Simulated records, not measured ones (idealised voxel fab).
The process module presented herein is designated voxel gate over fins.
The cross-section on display is named cut; it measures 240 nm wide, and its cells are 5 nm squares.
We lay out every cross-section as a grid of square cells and spell it out in bands from the top down, where one band means one or more rows of cells.
It is stipulated that each band's entry specify, in nanometres, the height of the top of the band and then that of its bottom, followed by the materials of the band in left-to-right sequence, each together with its width in nanometres. A single material marked by the word "throughout" is understood to fill the band from edge to edge; the word "empty" is understood to denote empty space.
A quick word on heights: they are counted from 0, and under that level the wafer as it came to us is one material throughout. The lowest band is different from the rest in having no bottom; it simply continues downward, written as in "z 0 and below".
A width such as "30..40" changes by the same amount from each row of cells to the next, from the band's top row to its bottom row.
A step reported as "no alterations made" is a step in which no cell of the cross-section changed.
For the entry "Sealed internal cavities", the listed items are empty spaces with no open way to the top whose size is 8 cells or more; each item follows the pattern width x height at distance, where distance is from the left edge and all three are in nm.
Past the settings on a step's line: simulator remark, on that step.
The line of a step may include "overlay nm". On a step with a mask, this value is how far to the right of its planned place the mask lay. A negative value means the mask lay to the left.

Process steps (planned)
1 RECEIVE (material Si)
2 CONFORMAL_DEP (material SiN; thk nm 5)
3 PATTERN (tone cover; mask id FINS; material resist; width nm 15; pitch nm 60; thk nm 15; overlay nm 0)
4 DIRECTIONAL_ETCH (etch materials SiN; depth nm 5)
5 DIRECTIONAL_ETCH (etch materials Si; depth nm 35)
6 STRIP (etch materials resist)
7 OXIDIZE (depth nm 5)
8 FILL_DEP (material SiO2; thk nm 5)
9 CMP (height nm 5)
10 MASKED_ETCH (tone open; mask id RAIL; width nm 15; etch materials SiO2; depth nm 35; overlay nm 0)
11 CONFORMAL_DEP (material TiN; thk nm 5)
12 FILL_DEP (material W; thk nm 5)
13 CMP (height nm 5)
14 SELECTIVE_ETCH (etch materials W Ru TiN; depth nm 25)
15 FILL_DEP (material SiO2; thk nm 5)
16 CMP (height nm 5)
17 SELECTIVE_ETCH (etch materials SiO2; depth nm 20)
18 STRIP (etch materials SiN)
19 CONFORMAL_DEP (material HfO2; thk nm 5)
20 CONFORMAL_DEP (material TiN; thk nm 5)
21 FILL_DEP (material W; thk nm 15)
22 CMP (height nm 20)
23 CONFORMAL_DEP (material SiN; thk nm 5)

Incoming wafer in cross-section (state: after step 1)
  z 0 and below  Si throughout
  Sealed internal cavities: none

Final wafer profile in cross-section after the module, from the same start and plan as above, with one mistake made during processing
  z 25 to 20  SiN throughout
  z 20 to 10  W throughout
  z 10 to 5  45 W, then 25 TiN, then 35 W, then 25 TiN, then 35 W, then 25 TiN, then 50 W
  z 5 to 0  45 W, then 5 TiN, then 15 HfO2, then 5 TiN, then 35 W, then 5 TiN, then 15 HfO2, then 5 TiN, then 35 W, then 5 TiN, then 15 HfO2, then 5 TiN, then 50 W
  z 0 to -5  45 W, then 5 TiN, then 5 HfO2, then 5 Si, then 5 HfO2, then 5 TiN, then 35 W, then 5 TiN, then 5 HfO2, then 5 Si, then 5 HfO2, then 5 TiN, then 35 W, then 5 TiN, then 5 HfO2, then 5 Si, then 5 HfO2, then 5 TiN, then 50 W
  z -5 to -10  40 TiN, then 5 W, then 5 TiN, then 5 HfO2, then 5 Si, then 5 HfO2, then 5 TiN, then 5 W, then 25 TiN, then 5 W, then 5 TiN, then 5 HfO2, then 5 Si, then 5 HfO2, then 5 TiN, then 5 W, then 25 TiN, then 5 W, then 5 TiN, then 5 HfO2, then 5 Si, then 5 HfO2, then 5 TiN, then 5 W, then 45 TiN
  z -10 to -15  35 HfO2, then 15 TiN, then 5 HfO2, then 5 Si, then 5 HfO2, then 15 TiN, then 15 HfO2, then 15 TiN, then 5 HfO2, then 5 Si, then 5 HfO2, then 15 TiN, then 15 HfO2, then 15 TiN, then 5 HfO2, then 5 Si, then 5 HfO2, then 15 TiN, then 40 HfO2
  z -15 to -20  30 SiO2, then 25 HfO2, then 5 Si, then 25 HfO2, then 5 SiO2, then 25 HfO2, then 5 Si, then 25 HfO2, then 5 SiO2, then 25 HfO2, then 5 Si, then 25 HfO2, then 35 SiO2
  z -20 to -25  55 SiO2, then 5 Si, then 20 SiO2, then 5 TiN, then 5 W, then 5 TiN, then 20 SiO2, then 5 Si, then 55 SiO2, then 5 Si, then 60 SiO2
  z -25 to -30  55 SiO2, then 5 Si, then 20 SiO2, then 15 TiN, then 20 SiO2, then 5 Si, then 55 SiO2, then 5 Si, then 60 SiO2
  z -30 to -40  55 SiO2, then 5 Si, then 55 SiO2, then 5 Si, then 55 SiO2, then 5 Si, then 60 SiO2
  z -40 and below  Si throughout
  Sealed internal cavities: none
Processing error: plan steps 17 and 18 run swapped
